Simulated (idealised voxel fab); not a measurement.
process module | voxel capacitor over wiring
cross-section cut | 265 nm wide | cells 5 nm
A cross-section is a grid of square cells, given in bands from the top down. A band is one or more rows of cells.
Each band's line starts with the height of the band's top and of its bottom, in nm. Then come its materials from left to right, each with its width in nm. One material with "throughout" fills the band from edge to edge. "air" is empty space.
Height 0 is the level under which the wafer as received is all one material. The lowest band goes on downwards, as in "0 down".
A width such as "30 to 40" changes by the same amount from each row of cells to the next, from the band's top row to its bottom row.
"no change" after a step means that no cell of the cross-section changed.
closed voids: empty space of 8 cells or more with no open way to the top, each as width x height at its distance from the left edge, in nm
after a step's settings: what the simulator itself notes on the step
overlay nm, on a step with a mask: how far to the right of its planned place the mask lay; to the left if negative
plan
1 op RECEIVE | material Si
2 op CONFORMAL_DEP | material SiO2 | thk nm 10
3 op DIRECTIONAL_DEP | material TiN | thk nm 5
4 op DIRECTIONAL_DEP | material Ru | thk nm 15
5 op PATTERN | tone cover | mask id METAL_1 | material resist | width nm 30 | pitch nm 100 | thk nm 15 | overlay nm 0
6 op DIRECTIONAL_ETCH | etch materials Ru | depth nm 15
7 op DIRECTIONAL_ETCH | etch materials TiN | depth nm 5
8 op STRIP | etch materials resist
9 op FILL_DEP | material SiO2 | thk nm 10
10 op CMP | height nm 30
11 op CONFORMAL_DEP | material SiCN | thk nm 5
12 op DIRECTIONAL_DEP | material SiO2 | thk nm 20
13 op PATTERN | tone open | mask id PLUG_1 | material resist | width nm 15 | thk nm 20 | overlay nm 0
14 op DIRECTIONAL_ETCH | etch materials SiO2 | depth nm 20
15 op DIRECTIONAL_ETCH | etch materials SiCN | depth nm 5
16 op STRIP | etch materials resist
17 op CONFORMAL_DEP | material TiN | thk nm 5
18 op FILL_DEP | material W | thk nm 5
19 op CMP | height nm 55
20 op DIRECTIONAL_DEP | material TiN | thk nm 10
21 op DIRECTIONAL_DEP | material SiN | thk nm 5
22 op DIRECTIONAL_DEP | material TiN | thk nm 5
23 op DIRECTIONAL_DEP | material aC | thk nm 10
24 op PATTERN | tone cover | mask id UPPER_PLATE | material resist | width nm 75 | thk nm 30 | overlay nm 0
25 op DIRECTIONAL_ETCH | etch materials aC | depth nm 10
26 op STRIP | etch materials resist
27 op DIRECTIONAL_ETCH | etch materials TiN | depth nm 5
28 op DIRECTIONAL_ETCH | etch materials SiN | depth nm 5
29 op STRIP | etch materials aC
30 op DIRECTIONAL_DEP | material aC | thk nm 15
31 op PATTERN | tone cover | mask id LOWER_PLATE | material resist | width nm 85 | thk nm 30 | overlay nm 0
32 op DIRECTIONAL_ETCH | etch materials aC | depth nm 15
33 op STRIP | etch materials resist
34 op DIRECTIONAL_ETCH | etch materials TiN | depth nm 10
35 op STRIP | etch materials aC
36 op FILL_DEP | material SiO2 | thk nm 15
37 op CMP | height nm 85
38 op DIRECTIONAL_DEP | material aC | thk nm 15
39 op PATTERN | tone open | mask id PLUG_2 | material resist | width nm 15 | thk nm 30 | overlay nm 0
40 op DIRECTIONAL_ETCH | etch materials aC | depth nm 15
41 op STRIP | etch materials resist
42 op DIRECTIONAL_ETCH | etch materials SiO2 | depth nm 10
43 op STRIP | etch materials aC
44 op CONFORMAL_DEP | material TiN | thk nm 5
45 op FILL_DEP | material Cu | thk nm 5
46 op CMP | height nm 85
47 op CONFORMAL_DEP | material SiN | thk nm 5
as received, after step 1
  0 down: Si throughout
  closed voids: none
first wafer at the end, as planned
  90 to 85: SiN throughout
  85 to 80: SiO2 90 | TiN 5 | Cu 5 | TiN 5 | SiO2 160
  80 to 70: SiO2 90 to 80 | TiN 15 to 75 | SiO2 160 to 110
  70 to 65: SiO2 80 | SiN 75 | SiO2 110
  65 to 55: SiO2 75 | TiN 85 | SiO2 105
  55 to 35: SiO2 80 | TiN 5 | W 5 | TiN 5 | SiO2 170
  35 to 30: SiCN 80 | TiN 15 | SiCN 170
  30 to 15: SiO2 65 | Ru 30 | SiO2 70 | Ru 30 | SiO2 70
  15 to 10: SiO2 65 | TiN 30 | SiO2 70 | TiN 30 | SiO2 70
  10 to 0: SiO2 throughout
  0 down: Si throughout
  closed voids: none
second wafer at the end: like start, like plan, one mistake
  90 to 85: SiN throughout
  85 to 80: SiO2 90 | TiN 5 | Cu 5 | TiN 5 | SiO2 160
  80 to 75: SiO2 90 | TiN 15 | SiO2 160
  75 to 70: SiO2 throughout
  70 to 65: SiO2 80 | SiN 75 | SiO2 110
  65 to 55: TiN 75 | SiO2 5 | TiN 75 | SiO2 5 | TiN 105
  55 to 35: SiO2 80 | TiN 5 | W 5 | TiN 5 | SiO2 170
  35 to 30: SiCN 80 | TiN 15 | SiCN 170
  30 to 15: SiO2 65 | Ru 30 | SiO2 70 | Ru 30 | SiO2 70
  15 to 10: SiO2 65 | TiN 30 | SiO2 70 | TiN 30 | SiO2 70
  10 to 0: SiO2 throughout
  0 down: Si throughout
  closed voids: none
what went wrong: step 31 ran as: op PATTERN | tone open | mask id LOWER_PLATE | material resist | width nm 85 | thk nm 30 | overlay nm 0
at the end the second wafer has, in cells: 53 fewer of SiO2 | 53 more of TiN
